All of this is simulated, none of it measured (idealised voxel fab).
voxel double patterning: a process module
Cross-section cut: width 160 nm, square cells of 5 nm.
A cross-section is a grid of square cells, given in bands from the top down. A band is one or more rows of cells.
The entry gives the band's vertical extent as a top height and a bottom height in nm, then its horizontal make-up as materials from left to right, each with a width in nm. "air" stands for empty space; a single material marked "full width" fills the band edge to edge.
We count height from 0. Below that, the starting wafer is all one material. The lowest band never ends at the bottom but goes on down; see "top 0, no bottom" for how that is written.
Think of "30->40" as a width that walks from the first number to the second as you go down the band, top row to bottom row, taking equal-sized steps from row to row.
Given "no modifications" for a step, no cell of the cross-section differs between before and after that step.
Empty spaces counting at least 8 cells and having no open way to the top are listed in "Unvented internal voids". The notation width x height at distance is used for each, the distance being from the left edge and all three values in nm.
It should be noted that, on the line of a given step, the content following the step's settings is a remark produced by the simulator itself with respect to that step.
overlay nm: right-of-plan distance of the mask on a masked step; negative values mean left-of-plan.
**Planned step list for the process**
1) RECEIVE (material Si)
2) CONFORMAL_DEP (material SiN; thk nm 5)
3) DIRECTIONAL_DEP (material SiO2; thk nm 20)
4) DIRECTIONAL_DEP (material SiCN; thk nm 5)
5) DIRECTIONAL_DEP (material aC; thk nm 15)
6) PATTERN (tone open; mask id FIRST; material resist; width nm 15; pitch nm 50; thk nm 30; overlay nm 0)
7) DIRECTIONAL_ETCH (etch materials aC; depth nm 15)
8) STRIP (etch materials resist)
9) DIRECTIONAL_ETCH (etch materials SiCN; depth nm 5)
10) STRIP (etch materials aC)
11) DIRECTIONAL_DEP (material aC; thk nm 10)
12) PATTERN (tone open; mask id SECOND; material resist; width nm 15; thk nm 25; overlay nm 0)
13) DIRECTIONAL_ETCH (etch materials aC; depth nm 10)
14) STRIP (etch materials resist)
15) DIRECTIONAL_ETCH (etch materials SiCN; depth nm 5)
16) STRIP (etch materials aC)
17) DIRECTIONAL_ETCH (etch materials SiO2; depth nm 20)
18) STRIP (etch materials SiCN)
**The following pertains to the first of two wafers, which was processed as planned**
**This is the cross-section of the wafer as we received it, i.e. after step 1**
	top 0, no bottom  Si full width
	Unvented internal voids: none
**Upon completion of step 2, the wafer appears in cross-section as shown**
	top 5, bottom 0  SiN full width
	Unchanged below 0.
**Upon completion of step 3, the wafer appears in cross-section as shown**
	top 25, bottom 5  SiO2 full width
	Unchanged below 5.
**Upon completion of step 4, the wafer appears in cross-section as shown**
	top 30, bottom 25  SiCN full width
	Unchanged below 25.
**Upon completion of step 5, the wafer appears in cross-section as shown**
	top 45, bottom 30  aC full width
	Unchanged below 30.
**Upon completion of step 6, the wafer appears in cross-section as shown**
	top 75, bottom 45  resist 45 nm; air 15 nm; resist 35 nm; air 15 nm; resist 50 nm
	Unchanged below 45.
**Upon completion of step 7, the wafer appears in cross-section as shown**
	top 60, bottom 45  resist 45 nm; air 15 nm; resist 35 nm; air 15 nm; resist 50 nm
	top 45, bottom 30  aC 45 nm; air 15 nm; aC 35 nm; air 15 nm; aC 50 nm
	Unchanged below 30.
**Upon completion of step 8, the wafer appears in cross-section as shown**
	top 45, bottom 30  aC 45 nm; air 15 nm; aC 35 nm; air 15 nm; aC 50 nm
	Unchanged below 30.
**Upon completion of step 9, the wafer appears in cross-section as shown**
	top 45, bottom 30  aC 45 nm; air 15 nm; aC 35 nm; air 15 nm; aC 50 nm
	top 30, bottom 25  SiCN 45 nm; air 15 nm; SiCN 35 nm; air 15 nm; SiCN 50 nm
	Unchanged below 25.
**Upon completion of step 10, the wafer appears in cross-section as shown**
	top 30, bottom 25  SiCN 45 nm; air 15 nm; SiCN 35 nm; air 15 nm; SiCN 50 nm
	Unchanged below 25.
**Upon completion of step 11, the wafer appears in cross-section as shown**
	top 40, bottom 35  aC 45 nm; air 15 nm; aC 35 nm; air 15 nm; aC 50 nm
	top 35, bottom 30  aC full width
	top 30, bottom 25  SiCN 45 nm; aC 15 nm; SiCN 35 nm; aC 15 nm; SiCN 50 nm
	Unchanged below 25.
**Upon completion of step 12, the wafer appears in cross-section as shown**
	top 65, bottom 40  resist 70 nm; air 15 nm; resist 75 nm
	top 40, bottom 35  aC 45 nm; resist 15 nm; aC 35 nm; resist 15 nm; aC 50 nm
	Unchanged below 35.
**Upon completion of step 13, the wafer appears in cross-section as shown**
	top 55, bottom 40  resist 70 nm; air 15 nm; resist 75 nm
	top 40, bottom 35  aC 45 nm; resist 15 nm; aC 10 nm; air 15 nm; aC 10 nm; resist 15 nm; aC 50 nm
	top 35, bottom 30  aC 70 nm; air 15 nm; aC 75 nm
	Unchanged below 30.
**Upon completion of step 14, the wafer appears in cross-section as shown**
	top 40, bottom 35  aC 45 nm; air 15 nm; aC 10 nm; air 15 nm; aC 10 nm; air 15 nm; aC 50 nm
	Unchanged below 35.
**Upon completion of step 15, the wafer appears in cross-section as shown**
	top 40, bottom 35  aC 45 nm; air 15 nm; aC 10 nm; air 15 nm; aC 10 nm; air 15 nm; aC 50 nm
	top 35, bottom 30  aC 70 nm; air 15 nm; aC 75 nm
	top 30, bottom 25  SiCN 45 nm; aC 15 nm; SiCN 10 nm; air 15 nm; SiCN 10 nm; aC 15 nm; SiCN 50 nm
	Unchanged below 25.
**Upon completion of step 16, the wafer appears in cross-section as shown**
	top 30, bottom 25  SiCN 45 nm; air 15 nm; SiCN 10 nm; air 15 nm; SiCN 10 nm; air 15 nm; SiCN 50 nm
	Unchanged below 25.
**Upon completion of step 17, the wafer appears in cross-section as shown**
	top 30, bottom 25  SiCN 45 nm; air 15 nm; SiCN 10 nm; air 15 nm; SiCN 10 nm; air 15 nm; SiCN 50 nm
	top 25, bottom 5  SiO2 45 nm; air 15 nm; SiO2 10 nm; air 15 nm; SiO2 10 nm; air 15 nm; SiO2 50 nm
	Unchanged below 5.
**Upon completion of step 18, the wafer appears in cross-section as shown**
	top 25, bottom 5  SiO2 45 nm; air 15 nm; SiO2 10 nm; air 15 nm; SiO2 10 nm; air 15 nm; SiO2 50 nm
	Unchanged below 5.
**Companion wafer, the second of two: same beginning, same intended sequence, one mistake in carrying it out; through step 1 inclusive it tracks the first exactly**
**X-section, second wafer, when step 2 was due to finish**
	top 20, bottom 0  SiO2 full width
	Unchanged below 0.
**X-section, second wafer, when step 3 was due to finish**
	top 25, bottom 20  SiN full width
	Unchanged below 20.
**X-section, second wafer, when step 4 was due to finish**
	top 30, bottom 25  SiCN full width
	Unchanged below 25.
**X-section, second wafer, when step 5 was due to finish**
	top 45, bottom 30  aC full width
	Unchanged below 30.
**X-section, second wafer, when step 6 was due to finish**
	top 75, bottom 45  resist 45 nm; air 15 nm; resist 35 nm; air 15 nm; resist 50 nm
	Unchanged below 45.
**X-section, second wafer, when step 7 was due to finish**
	top 60, bottom 45  resist 45 nm; air 15 nm; resist 35 nm; air 15 nm; resist 50 nm
	top 45, bottom 30  aC 45 nm; air 15 nm; aC 35 nm; air 15 nm; aC 50 nm
	Unchanged below 30.
**X-section, second wafer, when step 8 was due to finish**
	top 45, bottom 30  aC 45 nm; air 15 nm; aC 35 nm; air 15 nm; aC 50 nm
	Unchanged below 30.
**X-section, second wafer, when step 9 was due to finish**
	top 45, bottom 30  aC 45 nm; air 15 nm; aC 35 nm; air 15 nm; aC 50 nm
	top 30, bottom 25  SiCN 45 nm; air 15 nm; SiCN 35 nm; air 15 nm; SiCN 50 nm
	Unchanged below 25.
**X-section, second wafer, when step 10 was due to finish**
	top 30, bottom 25  SiCN 45 nm; air 15 nm; SiCN 35 nm; air 15 nm; SiCN 50 nm
	Unchanged below 25.
**X-section, second wafer, when step 11 was due to finish**
	top 40, bottom 35  aC 45 nm; air 15 nm; aC 35 nm; air 15 nm; aC 50 nm
	top 35, bottom 30  aC full width
	top 30, bottom 25  SiCN 45 nm; aC 15 nm; SiCN 35 nm; aC 15 nm; SiCN 50 nm
	Unchanged below 25.
**X-section, second wafer, when step 12 was due to finish**
	top 65, bottom 40  resist 70 nm; air 15 nm; resist 75 nm
	top 40, bottom 35  aC 45 nm; resist 15 nm; aC 35 nm; resist 15 nm; aC 50 nm
	Unchanged below 35.
**X-section, second wafer, when step 13 was due to finish**
	top 55, bottom 40  resist 70 nm; air 15 nm; resist 75 nm
	top 40, bottom 35  aC 45 nm; resist 15 nm; aC 10 nm; air 15 nm; aC 10 nm; resist 15 nm; aC 50 nm
	top 35, bottom 30  aC 70 nm; air 15 nm; aC 75 nm
	Unchanged below 30.
**X-section, second wafer, when step 14 was due to finish**
	top 40, bottom 35  aC 45 nm; air 15 nm; aC 10 nm; air 15 nm; aC 10 nm; air 15 nm; aC 50 nm
	Unchanged below 35.
**X-section, second wafer, when step 15 was due to finish**
	top 40, bottom 35  aC 45 nm; air 15 nm; aC 10 nm; air 15 nm; aC 10 nm; air 15 nm; aC 50 nm
	top 35, bottom 30  aC 70 nm; air 15 nm; aC 75 nm
	top 30, bottom 25  SiCN 45 nm; aC 15 nm; SiCN 10 nm; air 15 nm; SiCN 10 nm; aC 15 nm; SiCN 50 nm
	Unchanged below 25.
**X-section, second wafer, when step 16 was due to finish**
	top 30, bottom 25  SiCN 45 nm; air 15 nm; SiCN 10 nm; air 15 nm; SiCN 10 nm; air 15 nm; SiCN 50 nm
	Unchanged below 25.
X-section, second wafer, when step 17 was due to finish: no modifications
**X-section, second wafer, when step 18 was due to finish**
	top 25, bottom 20  SiN full width
	Unchanged below 20.
So what did we get wrong on this run? the executed order of steps 2 and 3 is the reverse of that specified in the plan, each step having taken the other's position
Once processing is complete, comparing cell counts shows that the second wafer has more or fewer of certain materials than the first: 36 more of SiO2
